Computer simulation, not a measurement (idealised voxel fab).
The following is a process module called voxel ribs on slabs.
Shown is cross-section cut, with a width of 175 nm and square cells of size 5 nm.
Think of the cross-section as a grid of square cells. We describe it in bands, top to bottom, and each band covers one or more rows of those cells. Per band: top height and bottom height in nm, followed by the left-to-right materials and their widths in nm; "all across" marks a single material spanning edge to edge, "blank" marks empty space. Below 0: as-received wafer, all one material; heights counted from there. Lowest band: no bottom, goes on down, written "from 0 down". Quick explanation for "30->40": the width changes in equal steps down the rows of cells, from the first number in the band's top row to the second number in its bottom row. A step reported as "nothing altered" is a step in which no cell of the cross-section changed. "Enclosed void list" specifies each empty space that is not open to the top and that occupies no fewer than 8 cells, using the form width x height at distance, the distance measured from the left edge and all three quantities in nm. Anything after a step's settings on that line? It's the simulator's own note about the step. overlay nm: step with mask; distance mask lay right of planned place; negative value = left of planned place.

-- The planned process steps are enumerated hereunder
step 1: RECEIVE [material Si]
step 2: DIRECTIONAL_DEP [material SiO2] [thk nm 30]
step 3: DIRECTIONAL_DEP [material SiN] [thk nm 20]
step 4: PATTERN [tone cover] [mask id RIB] [material resist] [width nm 20] [thk nm 20] [overlay nm 0]
step 5: DIRECTIONAL_ETCH [etch materials SiN] [depth nm 15]
step 6: STRIP [etch materials resist]
step 7: PATTERN [tone cover] [mask id SLAB] [material resist] [width nm 60] [thk nm 20] [overlay nm 0]
step 8: DIRECTIONAL_ETCH [etch materials SiN] [depth nm 5]
step 9: STRIP [etch materials resist]
step 10: FILL_DEP [material SiO2] [thk nm 15]
step 11: CMP [height nm 60]
step 12: DIRECTIONAL_DEP [material TiN] [thk nm 10]
step 13: DIRECTIONAL_DEP [material aC] [thk nm 10]
step 14: PATTERN [tone cover] [mask id HEATER] [material resist] [width nm 30] [thk nm 25] [overlay nm 0]
step 15: DIRECTIONAL_ETCH [etch materials aC] [depth nm 10]
step 16: STRIP [etch materials resist]
step 17: DIRECTIONAL_ETCH [etch materials TiN] [depth nm 10]
step 18: STRIP [etch materials aC]
step 19: CONFORMAL_DEP [material SiN] [thk nm 5]

-- Cross-section of the wafer at receipt, which is the condition after step 1
	from 0 down | Si all across
	Enclosed void list: none

-- First of two wafers: cross-section at end of module, run per plan
	from 75 to 70 | blank 65 nm | SiN 40 nm | blank 70 nm
	from 70 to 65 | blank 65 nm | SiN 5 nm | TiN 30 nm | SiN 5 nm | blank 70 nm
	from 65 to 60 | SiN 70 nm | TiN 30 nm | SiN 75 nm
	from 60 to 50 | SiO2 all across
	from 50 to 35 | SiO2 75 nm | SiN 20 nm | SiO2 80 nm
	from 35 to 30 | SiO2 55 nm | SiN 60 nm | SiO2 60 nm
	from 30 to 0 | SiO2 all across
	from 0 down | Si all across
	Enclosed void list: none

-- What the second wafer looks like in cross-section once the module is done. Its start and its plan matched the first wafer's exactly; what differed was one mistake in how it was run
	from 85 to 75 | blank 55 nm | SiN 60 nm | blank 60 nm
	from 75 to 70 | SiN all across
	from 70 to 60 | SiN 70 nm | TiN 30 nm | SiN 75 nm
	from 60 to 50 | SiO2 all across
	from 50 to 35 | SiO2 75 nm | SiN 20 nm | SiO2 80 nm
	from 35 to 30 | SiO2 55 nm | SiN 60 nm | SiO2 60 nm
	from 30 to 0 | SiO2 all across
	from 0 down | Si all across
	Enclosed void list: none
Finding, execution versus plan: step 19 deviated from plan and actually ran as CONFORMAL_DEP [material SiN] [thk nm 15]
Per the end-of-run cell counts, the second wafer holds more or fewer of some materials than the first: SiN: 78 more
